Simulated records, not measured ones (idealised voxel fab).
process module | voxel transistor to metal
cross-section cut | 155 nm wide | cells 5 nm
A cross-section is a grid of square cells, given in bands from the top down. A band is one or more rows of cells.
Each band's line starts with the height of the band's top and of its bottom, in nm. Then come its materials from left to right, each with its width in nm. One material with "throughout" fills the band from edge to edge. "air" is empty space.
Height 0 is the level under which the wafer as received is all one material. The lowest band goes on downwards, as in "0 down".
A width such as "30 to 40" changes by the same amount from each row of cells to the next, from the band's top row to its bottom row.
"no change" after a step means that no cell of the cross-section changed.
closed voids: empty space of 8 cells or more with no open way to the top, each as width x height at its distance from the left edge, in nm
after a step's settings: what the simulator itself notes on the step
overlay nm, on a step with a mask: how far to the right of its planned place the mask lay; to the left if negative
plan
1 op RECEIVE | material Si
2 op CONFORMAL_DEP | material SiO2 | thk nm 5
3 op CONFORMAL_DEP | material SiN | thk nm 10
4 op PATTERN | tone cover | mask id ACTIVE | material resist | width nm 105 | thk nm 15 | overlay nm 0
5 op DIRECTIONAL_ETCH | etch materials SiN | depth nm 10
6 op DIRECTIONAL_ETCH | etch materials SiO2 | depth nm 5
7 op DIRECTIONAL_ETCH | etch materials Si | depth nm 35
8 op STRIP | etch materials resist
9 op OXIDIZE | depth nm 5
10 op FILL_DEP | material SiO2 | thk nm 10
11 op CMP | height nm 15
12 op SELECTIVE_ETCH | etch materials SiO2 | depth nm 10
13 op STRIP | etch materials SiN
14 op SELECTIVE_ETCH | etch materials SiO2 | depth nm 5
15 op OXIDIZE | depth nm 5
16 op DIRECTIONAL_DEP | material polySi | thk nm 20
17 op DIRECTIONAL_DEP | material SiCN | thk nm 10
18 op MASKED_ETCH | tone cover | mask id GATE | width nm 25 | etch materials SiCN | depth nm 20 | overlay nm 0
19 op MASKED_ETCH | tone cover | mask id GATE | width nm 25 | etch materials polySi | depth nm 30 | overlay nm 0
20 op CONFORMAL_DEP | material SiN | thk nm 10
21 op DIRECTIONAL_ETCH | etch materials SiN | depth nm 10
22 op DIRECTIONAL_ETCH | etch materials SiO2 | depth nm 5
23 op EPI | material SiGe | thk nm 5
24 op FILL_DEP | material SiO2 | thk nm 10
25 op CMP | height nm 30
26 op DIRECTIONAL_DEP | material SiO2 | thk nm 10
27 op MASKED_ETCH | tone open | mask id CONTACT | width nm 25 | pitch nm 60 | etch materials SiO2 | depth nm 40 | overlay nm 0
28 op CONFORMAL_DEP | material TiN | thk nm 5
29 op FILL_DEP | material Ru | thk nm 5
30 op CMP | height nm 40
31 op CONFORMAL_DEP | material SiN | thk nm 5
32 op DIRECTIONAL_DEP | material SiO2 | thk nm 20
33 op PATTERN | tone open | mask id METAL_1 | material resist | width nm 15 | pitch nm 70 | thk nm 20 | overlay nm 0
34 op DIRECTIONAL_ETCH | etch materials SiO2 | depth nm 20
35 op DIRECTIONAL_ETCH | etch materials SiN | depth nm 5
36 op STRIP | etch materials resist
37 op CONFORMAL_DEP | material TiN | thk nm 5
38 op FILL_DEP | material Cu | thk nm 5
39 op CMP | height nm 65
40 op EPI | material Ru | thk nm 5
41 op FILL_DEP | material SiCN | thk nm 5
42 op DIRECTIONAL_DEP | material lowk | thk nm 35
43 op DIRECTIONAL_DEP | material aC | thk nm 15
44 op PATTERN | tone open | mask id METAL_2 | material resist | width nm 15 | pitch nm 70 | thk nm 30 | overlay nm 0
45 op DIRECTIONAL_ETCH | etch materials aC | depth nm 15
46 op STRIP | etch materials resist
47 op DIRECTIONAL_ETCH | etch materials lowk | depth nm 20
48 op STRIP | etch materials aC
49 op PATTERN | tone open | mask id METAL_2_HOLES | material resist | width nm 15 | pitch nm 70 | thk nm 15 | overlay nm 0
50 op DIRECTIONAL_ETCH | etch materials lowk | depth nm 15
51 op DIRECTIONAL_ETCH | etch materials SiCN | depth nm 5
52 op STRIP | etch materials resist
53 op CONFORMAL_DEP | material TiN | thk nm 5
54 op FILL_DEP | material Ru | thk nm 5
55 op CMP | height nm 110
56 op CONFORMAL_DEP | material SiCN | thk nm 5
as received, after step 1
  0 down: Si throughout
  closed voids: none
a wafer at the end: this start, this plan, one mistake
  115 to 110: SiCN throughout
  110 to 75: lowk 35 | TiN 5 | Ru 5 | TiN 5 | lowk 55 | TiN 5 | Ru 5 | TiN 5 | lowk 35
  75 to 70: SiCN 35 | TiN 15 | SiCN 55 | TiN 15 | SiCN 35
  70 to 65: SiCN 30 | Ru 25 | SiCN 45 | Ru 25 | SiCN 30
  65 to 45: SiO2 35 | TiN 5 | Cu 5 | TiN 5 | SiO2 55 | TiN 5 | Cu 5 | TiN 5 | SiO2 35
  45 to 40: SiN 35 | TiN 15 | SiN 55 | TiN 15 | SiN 35
  40 to 30: SiO2 40 | TiN 5 | Ru 10 to 5 | TiN 5 to 10 | SiO2 40 | TiN 5 | Ru 10 | TiN 5 | SiO2 35
  30 to 20: SiO2 40 | TiN 5 | Ru 5 | TiN 5 | SiN 10 | SiCN 25 | SiN 10 | TiN 5 | Ru 10 | TiN 5 | SiO2 35
  20 to 5: SiO2 40 | TiN 5 | Ru 5 | TiN 5 | SiN 10 | polySi 25 | SiN 10 | TiN 5 | Ru 10 | TiN 5 | SiO2 35
  5 to 0: SiO2 40 | TiN 15 | SiN 10 | polySi 25 | SiN 10 | TiN 20 | SiO2 35
  0 to -5: SiO2 25 | SiGe 30 | SiO2 45 | SiGe 30 | SiO2 25
  -5 to -40: SiO2 30 | Si 95 | SiO2 30
  -40 down: Si throughout
  closed voids: none
what went wrong: step 27 ran as: op MASKED_ETCH | tone open | mask id CONTACT | width nm 20 | pitch nm 60 | etch materials SiO2 | depth nm 40 | overlay nm 0
